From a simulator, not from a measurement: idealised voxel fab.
Presented below is a process module, voxel transistor to metal.
The figure presents cross-section cut, which has a width of 295 nm and is divided into square cells with an edge length of 5 nm.
In what follows, cross-sections appear as grids of square cells, described through bands that run from the top down, where every band is one or more rows of cells.
Basically the band line says how high the top is and how high the bottom is, in nm, and then what's in it from left to right, every material with its width in nm. Empty space shows up as "air", and if a single material carries "full width" it runs the full band edge to edge.
It should be noted that heights are counted from 0, beneath which the wafer as supplied is of one material throughout, and that the lowest band possesses no lower boundary but continues downward, as written in "0 -> down".
The expression "30..40" gives the width at the extremes of the band, the first number at its top row of cells and the second at its bottom row, with the width changing by equal amounts from each row to the next in between.
What does "nothing changed" mean for a step? It means no cell of the cross-section changed in that step.
"Enclosed internal voids" - sealed voids, min. 8 cells, no opening to top; format: width x height at distance (distance from left edge; nm throughout).
Read whatever lies past the settings on a step's line as the simulator's own remark about the step.
If you see "overlay nm" on a step's line and that step has a mask, it's telling you how far right of where it was planned the mask ended up; a negative number means it went left instead.

The following list gives the planned process steps
| 1 | RECEIVE,material Si |
| 2 | CONFORMAL_DEP,material SiO2,thk nm 5 |
| 3 | CONFORMAL_DEP,material SiN,thk nm 10 |
| 4 | MASKED_ETCH,tone cover,mask id ACTIVE,width nm 115,pitch nm 135,etch materials SiN,depth nm 10,overlay nm 0 |
| 5 | MASKED_ETCH,tone cover,mask id ACTIVE,width nm 115,pitch nm 135,etch materials SiO2,depth nm 5,overlay nm 0 |
| 6 | MASKED_ETCH,tone cover,mask id ACTIVE,width nm 115,pitch nm 135,etch materials Si,depth nm 20,overlay nm 0 |
| 7 | FILL_DEP,material SiO2,thk nm 15 |
| 8 | CMP,height nm 15 |
| 9 | SELECTIVE_ETCH,etch materials SiO2,depth nm 10 |
| 10 | STRIP,etch materials SiN |
| 11 | SELECTIVE_ETCH,etch materials SiO2,depth nm 5 |
| 12 | OXIDIZE,depth nm 5 |
| 13 | DIRECTIONAL_DEP,material polySi,thk nm 30 |
| 14 | DIRECTIONAL_DEP,material SiCN,thk nm 15 |
| 15 | DIRECTIONAL_DEP,material aC,thk nm 15 |
| 16 | PATTERN,tone cover,mask id GATE,material resist,width nm 25,pitch nm 135,thk nm 35,overlay nm 0 |
| 17 | DIRECTIONAL_ETCH,etch materials aC,depth nm 15 |
| 18 | STRIP,etch materials resist |
| 19 | DIRECTIONAL_ETCH,etch materials SiCN,depth nm 25 |
| 20 | DIRECTIONAL_ETCH,etch materials polySi,depth nm 40 |
| 21 | STRIP,etch materials aC |
| 22 | CONFORMAL_DEP,material SiO2,thk nm 5 |
| 23 | DIRECTIONAL_ETCH,etch materials SiO2,depth nm 5 |
| 24 | CONFORMAL_DEP,material SiN,thk nm 10 |
| 25 | DIRECTIONAL_ETCH,etch materials SiN,depth nm 10 |
| 26 | DIRECTIONAL_ETCH,etch materials SiO2,depth nm 5 |
| 27 | DIRECTIONAL_ETCH,etch materials Si,depth nm 10 |
| 28 | EPI,material SiGe,thk nm 10 |
| 29 | FILL_DEP,material SiO2,thk nm 5 |
| 30 | CMP,height nm 30 |
| 31 | STRIP,etch materials polySi |
| 32 | SELECTIVE_ETCH,etch materials SiO2,depth nm 5 |
| 33 | CONFORMAL_DEP,material HfO2,thk nm 5 |
| 34 | CONFORMAL_DEP,material TiN,thk nm 5 |
| 35 | FILL_DEP,material W,thk nm 10 |
| 36 | CMP,height nm 25 |
| 37 | DIRECTIONAL_DEP,material SiO2,thk nm 10 |
| 38 | MASKED_ETCH,tone open,mask id CONTACT,width nm 20,etch materials SiO2,depth nm 30,overlay nm 0 |
| 39 | CONFORMAL_DEP,material TiN,thk nm 5 |
| 40 | FILL_DEP,material W,thk nm 5 |
| 41 | CMP,height nm 35 |
| 42 | CONFORMAL_DEP,material SiN,thk nm 5 |
| 43 | DIRECTIONAL_DEP,material lowk,thk nm 15 |
| 44 | MASKED_ETCH,tone open,mask id METAL_1,width nm 20,etch materials lowk,depth nm 15,overlay nm 0 |
| 45 | MASKED_ETCH,tone open,mask id METAL_1,width nm 20,etch materials SiN,depth nm 5,overlay nm 0 |
| 46 | CONFORMAL_DEP,material TiN,thk nm 5 |
| 47 | FILL_DEP,material Cu,thk nm 10 |
| 48 | CMP,height nm 55 |
| 49 | CONFORMAL_DEP,material SiCN,thk nm 5 |
| 50 | DIRECTIONAL_DEP,material lowk,thk nm 30 |
| 51 | DIRECTIONAL_DEP,material aC,thk nm 10 |
| 52 | PATTERN,tone open,mask id METAL_2_HOLES,material resist,width nm 15,pitch nm 135,thk nm 30,overlay nm 0 |
| 53 | DIRECTIONAL_ETCH,etch materials aC,depth nm 10 |
| 54 | STRIP,etch materials resist |
| 55 | DIRECTIONAL_ETCH,etch materials lowk,depth nm 30 |
| 56 | STRIP,etch materials aC |
| 57 | PATTERN,tone open,mask id METAL_2,material resist,width nm 20,pitch nm 135,thk nm 15,overlay nm 0 |
| 58 | DIRECTIONAL_ETCH,etch materials lowk,depth nm 15 |
| 59 | DIRECTIONAL_ETCH,etch materials SiCN,depth nm 5 |
| 60 | STRIP,etch materials resist |
| 61 | CONFORMAL_DEP,material TiN,thk nm 5 |
| 62 | FILL_DEP,material Ru,thk nm 10 |
| 63 | CMP,height nm 90 |
| 64 | CONFORMAL_DEP,material SiCN,thk nm 5 |
Every wafer here starts from the same state; it is the step 38 depth nm that distinguishes them, and the value the plan gives belongs to the first wafer.

Received wafers, first of several: cross-section after step 1
* 0 -> down | Si full width
* Enclosed internal voids: none

Each row below is a wafer at the end of the module, listing for every material the number of cells it has gained (+) or lost (-) since it was received, followed by its closed voids
depth nm 30 | +24 Cu | +34 HfO2 | +16 Ru | -146 Si | +112 SiCN | +64 SiGe | +83 SiN | +275 SiO2 | +154 TiN | +64 W | +441 lowk | Enclosed internal voids: none
depth nm 35 | +24 Cu | +34 HfO2 | +16 Ru | -146 Si | +112 SiCN | +64 SiGe | +83 SiN | +263 SiO2 | +162 TiN | +68 W | +441 lowk | Enclosed internal voids: none
depth nm 40 | +24 Cu | +34 HfO2 | +16 Ru | -146 Si | +112 SiCN | +64 SiGe | +83 SiN | +251 SiO2 | +170 TiN | +72 W | +441 lowk | Enclosed internal voids: none
depth nm 45 | +24 Cu | +34 HfO2 | +16 Ru | -146 Si | +112 SiCN | +64 SiGe | +83 SiN | +251 SiO2 | +170 TiN | +72 W | +441 lowk | Enclosed internal voids: none
depth nm 50 | +24 Cu | +34 HfO2 | +16 Ru | -146 Si | +112 SiCN | +64 SiGe | +83 SiN | +251 SiO2 | +170 TiN | +72 W | +441 lowk | Enclosed internal voids: none
depth nm 55 | +24 Cu | +34 HfO2 | +16 Ru | -146 Si | +112 SiCN | +64 SiGe | +83 SiN | +251 SiO2 | +170 TiN | +72 W | +441 lowk | Enclosed internal voids: none
